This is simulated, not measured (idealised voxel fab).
The document below concerns the process module designated voxel double patterning.
Displayed cross-section: cut, width of 250 nm, square cells sized 5 nm.
Think of the cross-section as a grid of square cells. We describe it in bands, top to bottom, and each band covers one or more rows of those cells.
In this notation a band is specified by the heights of its top and bottom, in that order and in nm, after which its materials appear from left to right, each paired with its width in nm. The word "full width" attached to a single material means that material fills the band from edge to edge; the word "air" stands for empty space.
The level at which height equals 0 is the one under which the wafer, as it arrives, is entirely one material. No lower edge exists for the bottom band, which continues downward and is notated as in "0..down".
Quick explanation for "30 to 40": the width changes in equal steps down the rows of cells, from the first number in the band's top row to the second number in its bottom row.
"nothing changed" (step): cross-section cells unchanged, all of them.
Enclosed voids (no open way to top), threshold 8 cells or more, entry "Closed void table", notation width x height at distance, distance from left edge, nm.
Post-settings text on a step line: simulator's own remark regarding the step.
overlay nm, on a step with a mask: how far to the right of its planned place the mask lay; to the left if negative
Before/after cross-section pairs, one process step each; after shown to lowest changed band; step and settings beneath. Pairs may be from different runs of this module on the same starting wafer; a pair continues from the one above only where its "Ahead of processing" entry says so.

AHEAD OF PROCESSING
	0..down: Si full width
	Closed void table: none

SECTIONAL RESULT
	10..0: SiO2 full width
	Nothing below the height 0 has changed.
	Closed void table: none
To go from the before cross-section above to the after cross-section, apply CONFORMAL_DEP | material SiO2 | thk nm 10

Ahead of processing: as in the pair right above, post-step view.

SECTIONAL RESULT
	25..10: W full width
	Nothing below the height 10 has changed.
	Closed void table: none
To go from the before cross-section above to the after cross-section, apply DIRECTIONAL_DEP | material W | thk nm 15

Ahead of processing: as in the pair right above, post-step view.

SECTIONAL RESULT
	35..25: SiN full width
	Nothing below the height 25 has changed.
	Closed void table: none
To go from the before cross-section above to the after cross-section, apply DIRECTIONAL_DEP | material SiN | thk nm 10

Ahead of processing: as in the pair right above, post-step view.

SECTIONAL RESULT
	35..25: 90 SiN, 15 air, 35 SiN, 15 air, 95 SiN
	Nothing below the height 25 has changed.
	Closed void table: none
To go from the before cross-section above to the after cross-section, apply MASKED_ETCH | tone open | mask id FIRST | width nm 15 | pitch nm 50 | etch materials SiN | depth nm 10 | overlay nm 0

Ahead of processing: as in the pair right above, post-step view.

SECTIONAL RESULT
	35..25: 90 SiN, 15 air, 10 SiN, 15 air, 10 SiN, 15 air, 95 SiN
	Nothing below the height 25 has changed.
	Closed void table: none
To go from the before cross-section above to the after cross-section, apply MASKED_ETCH | tone open | mask id SECOND | width nm 15 | etch materials SiN | depth nm 10 | overlay nm 0

Ahead of processing: as in the pair right above, post-step view.

SECTIONAL RESULT
	35..25: 90 SiN, 15 air, 10 SiN, 15 air, 10 SiN, 15 air, 95 SiN
	25..10: 90 W, 15 air, 10 W, 15 air, 10 W, 15 air, 95 W
	Nothing below the height 10 has changed.
	Closed void table: none
To go from the before cross-section above to the after cross-section, apply DIRECTIONAL_ETCH | etch materials W | depth nm 15

Ahead of processing: as in the pair right above, post-step view.

SECTIONAL RESULT
	25..10: 90 W, 15 air, 10 W, 15 air, 10 W, 15 air, 95 W
	Nothing below the height 10 has changed.
	Closed void table: none
To go from the before cross-section above to the after cross-section, apply STRIP | etch materials SiN

AHEAD OF PROCESSING
	0..down: Si full width
	Closed void table: none

SECTIONAL RESULT
	15..0: W full width
	Nothing below the height 0 has changed.
	Closed void table: none
To go from the before cross-section above to the after cross-section, apply DIRECTIONAL_DEP | material W | thk nm 15

Ahead of processing: as in the pair right above, post-step view.

SECTIONAL RESULT
	25..15: SiN full width
	Nothing below the height 15 has changed.
	Closed void table: none
To go from the before cross-section above to the after cross-section, apply DIRECTIONAL_DEP | material SiN | thk nm 10

Ahead of processing: as in the pair right above, post-step view.

SECTIONAL RESULT
	25..15: 90 SiN, 15 air, 35 SiN, 15 air, 95 SiN
	Nothing below the height 15 has changed.
	Closed void table: none
To go from the before cross-section above to the after cross-section, apply MASKED_ETCH | tone open | mask id FIRST | width nm 15 | pitch nm 50 | etch materials SiN | depth nm 10 | overlay nm 0

Ahead of processing: as in the pair right above, post-step view.

SECTIONAL RESULT
	25..15: 90 SiN, 15 air, 10 SiN, 15 air, 10 SiN, 15 air, 95 SiN
	Nothing below the height 15 has changed.
	Closed void table: none
To go from the before cross-section above to the after cross-section, apply MASKED_ETCH | tone open | mask id SECOND | width nm 15 | etch materials SiN | depth nm 10 | overlay nm 0

Ahead of processing: as in the pair right above, post-step view.

SECTIONAL RESULT
	25..15: 90 SiN, 15 air, 10 SiN, 15 air, 10 SiN, 15 air, 95 SiN
	15..0: 90 W, 15 air, 10 W, 15 air, 10 W, 15 air, 95 W
	Nothing below the height 0 has changed.
	Closed void table: none
To go from the before cross-section above to the after cross-section, apply DIRECTIONAL_ETCH | etch materials W | depth nm 15

Ahead of processing: as in the pair right above, post-step view.

SECTIONAL RESULT
	15..0: 90 W, 15 air, 10 W, 15 air, 10 W, 15 air, 95 W
	Nothing below the height 0 has changed.
	Closed void table: none
To go from the before cross-section above to the after cross-section, apply STRIP | etch materials SiN

AHEAD OF PROCESSING
	25..10: W full width
	10..0: SiO2 full width
	0..down: Si full width
	Closed void table: none

SECTIONAL RESULT
	40..10: W full width
	Nothing below the height 10 has changed.
	Closed void table: none
To go from the before cross-section above to the after cross-section, apply DIRECTIONAL_DEP | material W | thk nm 15

Ahead of processing: as in the pair right above, post-step view.

SECTIONAL RESULT
	50..40: SiN full width
	Nothing below the height 40 has changed.
	Closed void table: none
To go from the before cross-section above to the after cross-section, apply DIRECTIONAL_DEP | material SiN | thk nm 10

Ahead of processing: as in the pair right above, post-step view.

SECTIONAL RESULT
	50..40: 90 SiN, 15 air, 35 SiN, 15 air, 95 SiN
	Nothing below the height 40 has changed.
	Closed void table: none
To go from the before cross-section above to the after cross-section, apply MASKED_ETCH | tone open | mask id FIRST | width nm 15 | pitch nm 50 | etch materials SiN | depth nm 10 | overlay nm 0

Ahead of processing: as in the pair right above, post-step view.

SECTIONAL RESULT
	50..40: 90 SiN, 15 air, 10 SiN, 15 air, 10 SiN, 15 air, 95 SiN
	Nothing below the height 40 has changed.
	Closed void table: none
To go from the before cross-section above to the after cross-section, apply MASKED_ETCH | tone open | mask id SECOND | width nm 15 | etch materials SiN | depth nm 10 | overlay nm 0

Ahead of processing: as in the pair right above, post-step view.

SECTIONAL RESULT
	50..40: 90 SiN, 15 air, 10 SiN, 15 air, 10 SiN, 15 air, 95 SiN
	40..25: 90 W, 15 air, 10 W, 15 air, 10 W, 15 air, 95 W
	Nothing below the height 25 has changed.
	Closed void table: none
To go from the before cross-section above to the after cross-section, apply DIRECTIONAL_ETCH | etch materials W | depth nm 15

Ahead of processing: as in the pair right above, post-step view.

SECTIONAL RESULT
	40..25: 90 W, 15 air, 10 W, 15 air, 10 W, 15 air, 95 W
	Nothing below the height 25 has changed.
	Closed void table: none
To go from the before cross-section above to the after cross-section, apply STRIP | etch materials SiN

AHEAD OF PROCESSING
	15..0: W full width
	0..down: Si full width
	Closed void table: none

SECTIONAL RESULT
	25..15: SiO2 full width
	Nothing below the height 15 has changed.
	Closed void table: none
To go from the before cross-section above to the after cross-section, apply CONFORMAL_DEP | material SiO2 | thk nm 10

Ahead of processing: as in the pair right above, post-step view.

SECTIONAL RESULT
	35..25: SiN full width
	Nothing below the height 25 has changed.
	Closed void table: none
To go from the before cross-section above to the after cross-section, apply DIRECTIONAL_DEP | material SiN | thk nm 10

Ahead of processing: as in the pair right above, post-step view.

SECTIONAL RESULT
	35..25: 90 SiN, 15 air, 35 SiN, 15 air, 95 SiN
	Nothing below the height 25 has changed.
	Closed void table: none
To go from the before cross-section above to the after cross-section, apply MASKED_ETCH | tone open | mask id FIRST | width nm 15 | pitch nm 50 | etch materials SiN | depth nm 10 | overlay nm 0

Ahead of processing: as in the pair right above, post-step view.

SECTIONAL RESULT
	35..25: 90 SiN, 15 air, 10 SiN, 15 air, 10 SiN, 15 air, 95 SiN
	Nothing below the height 25 has changed.
	Closed void table: none
To go from the before cross-section above to the after cross-section, apply MASKED_ETCH | tone open | mask id SECOND | width nm 15 | etch materials SiN | depth nm 10 | overlay nm 0

Ahead of processing: as in the pair right above, post-step view.

SECTIONAL RESULT
	25..15: SiO2 full width
	Nothing below the height 15 has changed.
	Closed void table: none
To go from the before cross-section above to the after cross-section, apply STRIP | etch materials SiN

AHEAD OF PROCESSING
	10..0: SiO2 full width
	0..down: Si full width
	Closed void table: none

SECTIONAL RESULT
	15..10: W full width
	Nothing below the height 10 has changed.
	Closed void table: none
To go from the before cross-section above to the after cross-section, apply DIRECTIONAL_DEP | material W | thk nm 5

Ahead of processing: as in the pair right above, post-step view.

SECTIONAL RESULT
	25..15: SiN full width
	Nothing below the height 15 has changed.
	Closed void table: none
To go from the before cross-section above to the after cross-section, apply DIRECTIONAL_DEP | material SiN | thk nm 10

Ahead of processing: as in the pair right above, post-step view.

SECTIONAL RESULT
	25..15: 90 SiN, 15 air, 35 SiN, 15 air, 95 SiN
	Nothing below the height 15 has changed.
	Closed void table: none
To go from the before cross-section above to the after cross-section, apply MASKED_ETCH | tone open | mask id FIRST | width nm 15 | pitch nm 50 | etch materials SiN | depth nm 10 | overlay nm 0

Ahead of processing: as in the pair right above, post-step view.

SECTIONAL RESULT
	25..15: 90 SiN, 15 air, 10 SiN, 15 air, 10 SiN, 15 air, 95 SiN
	Nothing below the height 15 has changed.
	Closed void table: none
To go from the before cross-section above to the after cross-section, apply MASKED_ETCH | tone open | mask id SECOND | width nm 15 | etch materials SiN | depth nm 10 | overlay nm 0

Ahead of processing: as in the pair right above, post-step view.

SECTIONAL RESULT
	25..15: 90 SiN, 15 air, 10 SiN, 15 air, 10 SiN, 15 air, 95 SiN
	15..10: 90 W, 15 air, 10 W, 15 air, 10 W, 15 air, 95 W
	Nothing below the height 10 has changed.
	Closed void table: none
To go from the before cross-section above to the after cross-section, apply DIRECTIONAL_ETCH | etch materials W | depth nm 15

Ahead of processing: as in the pair right above, post-step view.

SECTIONAL RESULT
	15..10: 90 W, 15 air, 10 W, 15 air, 10 W, 15 air, 95 W
	Nothing below the height 10 has changed.
	Closed void table: none
To go from the before cross-section above to the after cross-section, apply STRIP | etch materials SiN

AHEAD OF PROCESSING
	35..25: SiN full width
	25..10: W full width
	10..0: SiO2 full width
	0..down: Si full width
	Closed void table: none

SECTIONAL RESULT
	35..25: 90 SiN, 20 air, 30 SiN, 20 air, 90 SiN
	Nothing below the height 25 has changed.
	Closed void table: none
To go from the before cross-section above to the after cross-section, apply MASKED_ETCH | tone open | mask id FIRST | width nm 20 | pitch nm 50 | etch materials SiN | depth nm 10 | overlay nm 0

Ahead of processing: as in the pair right above, post-step view.

SECTIONAL RESULT
	35..25: 90 SiN, 20 air, 5 SiN, 15 air, 10 SiN, 20 air, 90 SiN
	Nothing below the height 25 has changed.
	Closed void table: none
To go from the before cross-section above to the after cross-section, apply MASKED_ETCH | tone open | mask id SECOND | width nm 15 | etch materials SiN | depth nm 10 | overlay nm 0

Ahead of processing: as in the pair right above, post-step view.

SECTIONAL RESULT
	35..25: 90 SiN, 20 air, 5 SiN, 15 air, 10 SiN, 20 air, 90 SiN
	25..10: 90 W, 20 air, 5 W, 15 air, 10 W, 20 air, 90 W
	Nothing below the height 10 has changed.
	Closed void table: none
To go from the before cross-section above to the after cross-section, apply DIRECTIONAL_ETCH | etch materials W | depth nm 15

Ahead of processing: as in the pair right above, post-step view.

SECTIONAL RESULT
	25..10: 90 W, 20 air, 5 W, 15 air, 10 W, 20 air, 90 W
	Nothing below the height 10 has changed.
	Closed void table: none
To go from the before cross-section above to the after cross-section, apply STRIP | etch materials SiN

AHEAD OF PROCESSING
	35..25: 90 SiN, 15 air, 35 SiN, 15 air, 95 SiN
	25..10: W full width
	10..0: SiO2 full width
	0..down: Si full width
	Closed void table: none

SECTIONAL RESULT
	35..25: 90 SiN, 15 air, 5 SiN, 15 air, 15 SiN, 15 air, 95 SiN
	Nothing below the height 25 has changed.
	Closed void table: none
To go from the before cross-section above to the after cross-section, apply MASKED_ETCH | tone open | mask id SECOND | width nm 15 | etch materials SiN | depth nm 10 | overlay nm -5

Ahead of processing: as in the pair right above, post-step view.

SECTIONAL RESULT
	35..25: 90 SiN, 15 air, 5 SiN, 15 air, 15 SiN, 15 air, 95 SiN
	25..10: 90 W, 15 air, 5 W, 15 air, 15 W, 15 air, 95 W
	Nothing below the height 10 has changed.
	Closed void table: none
To go from the before cross-section above to the after cross-section, apply DIRECTIONAL_ETCH | etch materials W | depth nm 15

Ahead of processing: as in the pair right above, post-step view.

SECTIONAL RESULT
	25..10: 90 W, 15 air, 5 W, 15 air, 15 W, 15 air, 95 W
	Nothing below the height 10 has changed.
	Closed void table: none
To go from the before cross-section above to the after cross-section, apply STRIP | etch materials SiN

AHEAD OF PROCESSING
	0..down: Si full width
	Closed void table: none

SECTIONAL RESULT
	10..0: W full width
	Nothing below the height 0 has changed.
	Closed void table: none
To go from the before cross-section above to the after cross-section, apply CONFORMAL_DEP | material W | thk nm 10

Ahead of processing: as in the pair right above, post-step view.

SECTIONAL RESULT
	25..0: W full width
	Nothing below the height 0 has changed.
	Closed void table: none
To go from the before cross-section above to the after cross-section, apply DIRECTIONAL_DEP | material W | thk nm 15

Ahead of processing: as in the pair right above, post-step view.

SECTIONAL RESULT
	35..25: SiN full width
	Nothing below the height 25 has changed.
	Closed void table: none
To go from the before cross-section above to the after cross-section, apply DIRECTIONAL_DEP | material SiN | thk nm 10

Ahead of processing: as in the pair right above, post-step view.

SECTIONAL RESULT
	35..25: 90 SiN, 15 air, 35 SiN, 15 air, 95 SiN
	Nothing below the height 25 has changed.
	Closed void table: none
To go from the before cross-section above to the after cross-section, apply MASKED_ETCH | tone open | mask id FIRST | width nm 15 | pitch nm 50 | etch materials SiN | depth nm 10 | overlay nm 0

Ahead of processing: as in the pair right above, post-step view.

SECTIONAL RESULT
	35..25: 90 SiN, 15 air, 10 SiN, 15 air, 10 SiN, 15 air, 95 SiN
	Nothing below the height 25 has changed.
	Closed void table: none
To go from the before cross-section above to the after cross-section, apply MASKED_ETCH | tone open | mask id SECOND | width nm 15 | etch materials SiN | depth nm 10 | overlay nm 0

Ahead of processing: as in the pair right above, post-step view.

SECTIONAL RESULT
	35..25: 90 SiN, 15 air, 10 SiN, 15 air, 10 SiN, 15 air, 95 SiN
	25..10: 90 W, 15 air, 10 W, 15 air, 10 W, 15 air, 95 W
	Nothing below the height 10 has changed.
	Closed void table: none
To go from the before cross-section above to the after cross-section, apply DIRECTIONAL_ETCH | etch materials W | depth nm 15

Ahead of processing: as in the pair right above, post-step view.

SECTIONAL RESULT
	25..10: 90 W, 15 air, 10 W, 15 air, 10 W, 15 air, 95 W
	Nothing below the height 10 has changed.
	Closed void table: none
To go from the before cross-section above to the after cross-section, apply STRIP | etch materials SiN

AHEAD OF PROCESSING
	35..25: 90 SiN, 15 air, 35 SiN, 15 air, 95 SiN
	25..10: W full width
	10..0: SiO2 full width
	0..down: Si full width
	Closed void table: none

SECTIONAL RESULT
	35..25: 115 air, 15 SiN, 120 air
	Nothing below the height 25 has changed.
	Closed void table: none
To go from the before cross-section above to the after cross-section, apply MASKED_ETCH | tone cover | mask id SECOND | width nm 15 | etch materials SiN | depth nm 10 | overlay nm 0

Ahead of processing: as in the pair right above, post-step view.

SECTIONAL RESULT
	35..25: 115 air, 15 SiN, 120 air
	25..10: 115 air, 15 W, 120 air
	Nothing below the height 10 has changed.
	Closed void table: none
To go from the before cross-section above to the after cross-section, apply DIRECTIONAL_ETCH | etch materials W | depth nm 15

Ahead of processing: as in the pair right above, post-step view.

SECTIONAL RESULT
	25..10: 115 air, 15 W, 120 air
	Nothing below the height 10 has changed.
	Closed void table: none
To go from the before cross-section above to the after cross-section, apply STRIP | etch materials SiN
